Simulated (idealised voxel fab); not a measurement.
The following is a process module called voxel ribs on slabs.
Each square cell in cross-section cut measures 5 nm, and the section as a whole is 140 nm wide.
Bands, listed from the top down, are how a cross-section gets written in this document; the cross-section itself is a grid of square cells, and a band is one or more rows of them. A band entry consists of two parts. The first gives the height of the band's top and the height of its bottom, in nm. The rest lists the band's materials from left to right, each with its width in nm. A single material labelled with the word "edge to edge" fills the band from edge to edge, and the word "empty" marks empty space. Convention: height 0 is the level below which the wafer, as received, is all one material. The lowest band does not terminate at the bottom but continues downward, represented as "0 and below". Width: "30 to 40" (first number = top row, second number = bottom row, same change from row to row of cells). Where the words "remained the same" appear for a step, the cross-section shows no cell changed by that step; every cell remained as before. "Enclosed void list" - sealed voids, min. 8 cells, no opening to top; format: width x height at distance (distance from left edge; nm throughout). Note: text after step settings on the step line = simulator remark on that step. The optional step-line setting "overlay nm" applies to steps with a mask and quantifies how far to the right of its planned location the mask lay, a negative value indicating leftward placement.
SO HERE'S THE LINEUP OF PROCESS STEPS WE PLANNED
| 1 | RECEIVE,material Si |
| 2 | DIRECTIONAL_DEP,material SiO2,thk nm 25 |
| 3 | DIRECTIONAL_DEP,material polySi,thk nm 15 |
| 4 | DIRECTIONAL_DEP,material aC,thk nm 10 |
| 5 | PATTERN,tone cover,mask id RIB,material resist,width nm 25,thk nm 30,overlay nm 0 |
| 6 | DIRECTIONAL_ETCH,etch materials aC,depth nm 10 |
| 7 | STRIP,etch materials resist |
| 8 | DIRECTIONAL_ETCH,etch materials polySi,depth nm 10 |
| 9 | STRIP,etch materials aC |
| 10 | DIRECTIONAL_DEP,material aC,thk nm 10 |
| 11 | PATTERN,tone cover,mask id SLAB,material resist,width nm 65,thk nm 30,overlay nm -15 |
| 12 | DIRECTIONAL_ETCH,etch materials aC,depth nm 10 |
| 13 | STRIP,etch materials resist |
| 14 | DIRECTIONAL_ETCH,etch materials polySi,depth nm 5 |
| 15 | STRIP,etch materials aC |
| 16 | FILL_DEP,material SiO2,thk nm 25 |
| 17 | CMP,height nm 60 |
| 18 | DIRECTIONAL_DEP,material TiN,thk nm 10 |
| 19 | DIRECTIONAL_DEP,material aC,thk nm 10 |
| 20 | PATTERN,tone cover,mask id HEATER,material resist,width nm 35,thk nm 25,overlay nm 0 |
| 21 | DIRECTIONAL_ETCH,etch materials aC,depth nm 10 |
| 22 | STRIP,etch materials resist |
| 23 | DIRECTIONAL_ETCH,etch materials TiN,depth nm 10 |
| 24 | STRIP,etch materials aC |
| 25 | CONFORMAL_DEP,material SiO2,thk nm 10 |
The wafers are alike at the start. At step 11, their overlay nm differs. The plan lists the first wafer's value.
FIRST WAFER AS RECEIVED, AFTER STEP 1
* 0 and below = Si edge to edge
* Enclosed void list: none
BELOW IS A PER-WAFER TABLE. IN IT, EACH ROW DESCRIBES THE WAFER AT THE END OF THE MODULE BY GIVING, FOR EACH MATERIAL, THE NUMBER OF CELLS GAINED (+) OR LOST (-) SINCE THE WAFER WAS RECEIVED, AND AFTER THAT THE CLOSED VOIDS OF THE WAFER
overlay nm -15, +377 SiO2, +14 TiN, +23 polySi, Enclosed void list: none
overlay nm -10, +377 SiO2, +14 TiN, +23 polySi, Enclosed void list: none
overlay nm -5, +377 SiO2, +14 TiN, +23 polySi, Enclosed void list: none
overlay nm 0, +377 SiO2, +14 TiN, +23 polySi, Enclosed void list: none
overlay nm 5, +377 SiO2, +14 TiN, +23 polySi, Enclosed void list: none
overlay nm 10, +377 SiO2, +14 TiN, +23 polySi, Enclosed void list: none
overlay nm 15, +377 SiO2, +14 TiN, +23 polySi, Enclosed void list: none
